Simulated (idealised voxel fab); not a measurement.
process module | voxel lift off
The cross-section on display is named cut; it measures 215 nm wide, and its cells are 5 nm squares.
Cross-section = grid of square cells, listed top down in bands; band = one or more rows.
In this notation a band is specified by the heights of its top and bottom, in that order and in nm, after which its materials appear from left to right, each paired with its width in nm. The word "all across" attached to a single material means that material fills the band from edge to edge; the word "blank" stands for empty space.
Ref level 0: as-received wafer is one material below here. Bottom band extends down with no lower bound ("z 0 and below").
Per-row width for "30->40": begins at first number (top row of band), ends at second number (bottom row), increment between rows held constant.
The designation "remains unaltered", where it is given for a processing step, indicates that no cell of the cross-section was altered in the course of that step.
If an empty space has no open way to the top and is at least 8 cells in size, "Closed void roster" lists it, written width x height at distance, where distance is measured from the left edge and every value is in nm.
Step line, after settings: the simulator's comment on this step.
Regarding "overlay nm": on a step with a mask, it is the distance the mask lay to the right of its planned place; a negative value places it to the left.

-- plan
1. RECEIVE (material Si)
2. CONFORMAL_DEP (material Al2O3; thk nm 10)
3. PATTERN (tone open; mask id LINES; material resist; width nm 25; pitch nm 45; thk nm 25; overlay nm 0)
4. DIRECTIONAL_DEP (material Ru; thk nm 15)
5. STRIP (etch materials resist)
6. CONFORMAL_DEP (material SiCN; thk nm 5)

-- Incoming wafer in cross-section (state: after step 1)
z 0 and below  Si all across
Closed void roster: none

-- Wafer cross-section at module end: first of two, run to plan
z 30 to 25  blank 20 nm / SiCN 35 nm / blank 10 nm / SiCN 35 nm / blank 10 nm / SiCN 35 nm / blank 10 nm / SiCN 35 nm / blank 25 nm
z 25 to 15  blank 20 nm / SiCN 5 nm / Ru 25 nm / SiCN 5 nm / blank 10 nm / SiCN 5 nm / Ru 25 nm / SiCN 5 nm / blank 10 nm / SiCN 5 nm / Ru 25 nm / SiCN 5 nm / blank 10 nm / SiCN 5 nm / Ru 25 nm / SiCN 5 nm / blank 25 nm
z 15 to 10  SiCN 25 nm / Ru 25 nm / SiCN 20 nm / Ru 25 nm / SiCN 20 nm / Ru 25 nm / SiCN 20 nm / Ru 25 nm / SiCN 30 nm
z 10 to 0  Al2O3 all across
z 0 and below  Si all across
Closed void roster: none

-- Cross-sectional view of the second of two wafers upon completion of the module. This wafer shared its starting condition and process plan with the first; one error was made during its execution
z 30 to 25  blank 25 nm / SiCN 25 nm / blank 20 nm / SiCN 25 nm / blank 20 nm / SiCN 25 nm / blank 20 nm / SiCN 25 nm / blank 30 nm
z 25 to 15  blank 25 nm / SiCN 5 nm / Ru 15 nm / SiCN 5 nm / blank 20 nm / SiCN 5 nm / Ru 15 nm / SiCN 5 nm / blank 20 nm / SiCN 5 nm / Ru 15 nm / SiCN 5 nm / blank 20 nm / SiCN 5 nm / Ru 15 nm / SiCN 5 nm / blank 30 nm
z 15 to 10  SiCN 30 nm / Ru 15 nm / SiCN 30 nm / Ru 15 nm / SiCN 30 nm / Ru 15 nm / SiCN 30 nm / Ru 15 nm / SiCN 35 nm
z 10 to 0  Al2O3 all across
z 0 and below  Si all across
Closed void roster: none
Want to know what went wrong? step 3 was run on a setting that differed from the plan, and what really ran there is PATTERN (tone open; mask id LINES; material resist; width nm 15; pitch nm 45; thk nm 25; overlay nm 0)
End check, counted in cells, second wafer has more or fewer of these materials than the first: -24 Ru
